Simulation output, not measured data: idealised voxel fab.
process module | voxel capacitor over wiring
cross-section cut | 160 nm wide | cells 5 nm
A cross-section is a grid of square cells, given in bands from the top down. A band is one or more rows of cells.
Each band's line starts with the height of the band's top and of its bottom, in nm. Then come its materials from left to right, each with its width in nm. One material with "throughout" fills the band from edge to edge. "air" is empty space.
Height 0 is the level under which the wafer as received is all one material. The lowest band goes on downwards, as in "0 down".
A width such as "30 to 40" changes by the same amount from each row of cells to the next, from the band's top row to its bottom row.
"no change" after a step means that no cell of the cross-section changed.
closed voids: empty space of 8 cells or more with no open way to the top, each as width x height at its distance from the left edge, in nm
after a step's settings: what the simulator itself notes on the step
overlay nm, on a step with a mask: how far to the right of its planned place the mask lay; to the left if negative
plan
1 op RECEIVE | material Si
2 op CONFORMAL_DEP | material SiO2 | thk nm 15
3 op CONFORMAL_DEP | material SiCN | thk nm 5
4 op DIRECTIONAL_DEP | material lowk | thk nm 15
5 op PATTERN | tone open | mask id METAL_1 | material resist | width nm 30 | pitch nm 95 | thk nm 20 | overlay nm 0
6 op DIRECTIONAL_ETCH | etch materials lowk | depth nm 15
7 op DIRECTIONAL_ETCH | etch materials SiCN | depth nm 5
8 op STRIP | etch materials resist
9 op CONFORMAL_DEP | material TiN | thk nm 5
10 op FILL_DEP | material Ru | thk nm 10
11 op CMP | height nm 35
12 op CONFORMAL_DEP | material SiCN | thk nm 5
13 op DIRECTIONAL_DEP | material lowk | thk nm 10
14 op MASKED_ETCH | tone open | mask id PLUG_1 | width nm 15 | etch materials lowk | depth nm 10 | overlay nm 0
15 op MASKED_ETCH | tone open | mask id PLUG_1 | width nm 15 | etch materials SiCN | depth nm 5 | overlay nm 0
16 op EPI | material Ru | thk nm 10
17 op EPI | material Ru | thk nm 5
18 op DIRECTIONAL_DEP | material TiN | thk nm 5
19 op DIRECTIONAL_DEP | material Al2O3 | thk nm 5
20 op DIRECTIONAL_DEP | material TiN | thk nm 10
21 op MASKED_ETCH | tone cover | mask id UPPER_PLATE | width nm 70 | etch materials TiN | depth nm 10 | overlay nm 0
22 op MASKED_ETCH | tone cover | mask id UPPER_PLATE | width nm 70 | etch materials Al2O3 | depth nm 5 | overlay nm 0
23 op PATTERN | tone cover | mask id LOWER_PLATE | material resist | width nm 80 | thk nm 20 | overlay nm 0
24 op DIRECTIONAL_ETCH | etch materials TiN | depth nm 5
25 op STRIP | etch materials resist
26 op FILL_DEP | material SiO2 | thk nm 15
27 op CMP | height nm 80
28 op PATTERN | tone open | mask id PLUG_2 | material resist | width nm 15 | thk nm 15 | overlay nm 0
29 op DIRECTIONAL_ETCH | etch materials SiO2 | depth nm 10
30 op STRIP | etch materials resist
31 op CONFORMAL_DEP | material TiN | thk nm 5
32 op FILL_DEP | material Cu | thk nm 10
33 op CMP | height nm 80
34 op CONFORMAL_DEP | material SiN | thk nm 5
first wafer, as planned
as received, after step 1
  0 down: Si throughout
  closed voids: none
after step 2
  15 to 0: SiO2 throughout
  below 0: unchanged
after step 3
  20 to 15: SiCN throughout
  below 15: unchanged
after step 4
  35 to 20: lowk throughout
  below 20: unchanged
after step 5
  55 to 35: resist 15 | air 30 | resist 65 | air 30 | resist 20
  below 35: unchanged
after step 6
  55 to 35: resist 15 | air 30 | resist 65 | air 30 | resist 20
  35 to 20: lowk 15 | air 30 | lowk 65 | air 30 | lowk 20
  below 20: unchanged
after step 7
  55 to 35: resist 15 | air 30 | resist 65 | air 30 | resist 20
  35 to 20: lowk 15 | air 30 | lowk 65 | air 30 | lowk 20
  20 to 15: SiCN 15 | air 30 | SiCN 65 | air 30 | SiCN 20
  below 15: unchanged
after step 8
  35 to 20: lowk 15 | air 30 | lowk 65 | air 30 | lowk 20
  below 20: unchanged
after step 9
  40 to 35: TiN 20 | air 20 | TiN 75 | air 20 | TiN 25
  35 to 20: lowk 15 | TiN 5 | air 20 | TiN 5 | lowk 65 | TiN 5 | air 20 | TiN 5 | lowk 20
  20 to 15: SiCN 15 | TiN 30 | SiCN 65 | TiN 30 | SiCN 20
  below 15: unchanged
after step 10
  50 to 40: Ru throughout
  40 to 35: TiN 20 | Ru 20 | TiN 75 | Ru 20 | TiN 25
  35 to 20: lowk 15 | TiN 5 | Ru 20 | TiN 5 | lowk 65 | TiN 5 | Ru 20 | TiN 5 | lowk 20
  below 20: unchanged
after step 11
  35 to 20: lowk 15 | TiN 5 | Ru 20 | TiN 5 | lowk 65 | TiN 5 | Ru 20 | TiN 5 | lowk 20
  below 20: unchanged
after step 12
  40 to 35: SiCN throughout
  below 35: unchanged
after step 13
  50 to 40: lowk throughout
  below 40: unchanged
after step 14
  50 to 40: lowk 30 | air 15 | lowk 115
  below 40: unchanged
after step 15
  50 to 40: lowk 30 | air 15 | lowk 115
  40 to 35: SiCN 30 | air 15 | SiCN 115
  below 35: unchanged
after step 16
  50 to 45: lowk 30 | air 15 | lowk 115
  45 to 40: lowk 30 | Ru 15 | lowk 115
  40 to 35: SiCN 30 | Ru 15 | SiCN 115
  below 35: unchanged
after step 17
  50 to 40: lowk 30 | Ru 15 | lowk 115
  below 40: unchanged
after step 18
  55 to 50: TiN throughout
  below 50: unchanged
after step 19
  60 to 55: Al2O3 throughout
  below 55: unchanged
after step 20
  70 to 60: TiN throughout
  below 60: unchanged
after step 21
  70 to 60: air 30 | TiN 70 | air 60
  below 60: unchanged
after step 22
  70 to 60: air 30 | TiN 70 | air 60
  60 to 55: air 30 | Al2O3 70 | air 60
  below 55: unchanged
after step 23
  90 to 70: air 25 | resist 80 | air 55
  70 to 60: air 25 | resist 5 | TiN 70 | resist 5 | air 55
  60 to 55: air 25 | resist 5 | Al2O3 70 | resist 5 | air 55
  below 55: unchanged
after step 24
  90 to 70: air 25 | resist 80 | air 55
  70 to 60: air 25 | resist 5 | TiN 70 | resist 5 | air 55
  60 to 55: air 25 | resist 5 | Al2O3 70 | resist 5 | air 55
  55 to 50: air 25 | TiN 80 | air 55
  below 50: unchanged
after step 25
  70 to 60: air 30 | TiN 70 | air 60
  60 to 55: air 30 | Al2O3 70 | air 60
  below 55: unchanged
after step 26
  85 to 70: SiO2 throughout
  70 to 60: SiO2 30 | TiN 70 | SiO2 60
  60 to 55: SiO2 30 | Al2O3 70 | SiO2 60
  55 to 50: SiO2 25 | TiN 80 | SiO2 55
  below 50: unchanged
after step 27
  80 to 70: SiO2 throughout
  below 70: unchanged
after step 28
  95 to 80: resist 40 | air 15 | resist 105
  below 80: unchanged
after step 29
  95 to 80: resist 40 | air 15 | resist 105
  80 to 70: SiO2 40 | air 15 | SiO2 105
  below 70: unchanged
after step 30
  80 to 70: SiO2 40 | air 15 | SiO2 105
  below 70: unchanged
after step 31
  85 to 80: TiN 45 | air 5 | TiN 110
  80 to 75: SiO2 40 | TiN 5 | air 5 | TiN 5 | SiO2 105
  75 to 70: SiO2 40 | TiN 15 | SiO2 105
  below 70: unchanged
after step 32
  95 to 85: Cu throughout
  85 to 80: TiN 45 | Cu 5 | TiN 110
  80 to 75: SiO2 40 | TiN 5 | Cu 5 | TiN 5 | SiO2 105
  below 75: unchanged
after step 33
  80 to 75: SiO2 40 | TiN 5 | Cu 5 | TiN 5 | SiO2 105
  below 75: unchanged
after step 34
  85 to 80: SiN throughout
  below 80: unchanged
second wafer: like start, like plan, one mistake. Through step 22 it matches the first wafer
when step 23 should have ended
  90 to 70: resist 25 | air 80 | resist 55
  70 to 60: resist 25 | air 5 | TiN 70 | air 5 | resist 55
  60 to 55: resist 25 | air 5 | Al2O3 70 | air 5 | resist 55
  below 55: unchanged
when step 24 should have ended
  90 to 65: resist 25 | air 80 | resist 55
  65 to 60: resist 25 | air 5 | TiN 70 | air 5 | resist 55
  60 to 55: resist 25 | air 5 | Al2O3 70 | air 5 | resist 55
  55 to 50: TiN 25 | air 5 | TiN 70 | air 5 | TiN 55
  below 50: unchanged
when step 25 should have ended
  65 to 60: air 30 | TiN 70 | air 60
  60 to 55: air 30 | Al2O3 70 | air 60
  below 55: unchanged
when step 26 should have ended
  80 to 65: SiO2 throughout
  65 to 60: SiO2 30 | TiN 70 | SiO2 60
  60 to 55: SiO2 30 | Al2O3 70 | SiO2 60
  55 to 50: TiN 25 | SiO2 5 | TiN 70 | SiO2 5 | TiN 55
  below 50: unchanged
when step 27 should have ended: no change
when step 28 should have ended
  95 to 80: resist 40 | air 15 | resist 105
  below 80: unchanged
when step 29 should have ended
  95 to 80: resist 40 | air 15 | resist 105
  80 to 70: SiO2 40 | air 15 | SiO2 105
  below 70: unchanged
when step 30 should have ended
  80 to 70: SiO2 40 | air 15 | SiO2 105
  below 70: unchanged
when step 31 should have ended
  85 to 80: TiN 45 | air 5 | TiN 110
  80 to 75: SiO2 40 | TiN 5 | air 5 | TiN 5 | SiO2 105
  75 to 70: SiO2 40 | TiN 15 | SiO2 105
  below 70: unchanged
when step 32 should have ended
  95 to 85: Cu throughout
  85 to 80: TiN 45 | Cu 5 | TiN 110
  80 to 75: SiO2 40 | TiN 5 | Cu 5 | TiN 5 | SiO2 105
  below 75: unchanged
when step 33 should have ended
  80 to 75: SiO2 40 | TiN 5 | Cu 5 | TiN 5 | SiO2 105
  below 75: unchanged
when step 34 should have ended
  85 to 80: SiN throughout
  below 80: unchanged
what went wrong: step 23 ran as: op PATTERN | tone open | mask id LOWER_PLATE | material resist | width nm 80 | thk nm 20 | overlay nm 0
at the end the second wafer has, in cells: as many of each material as the first, in other places
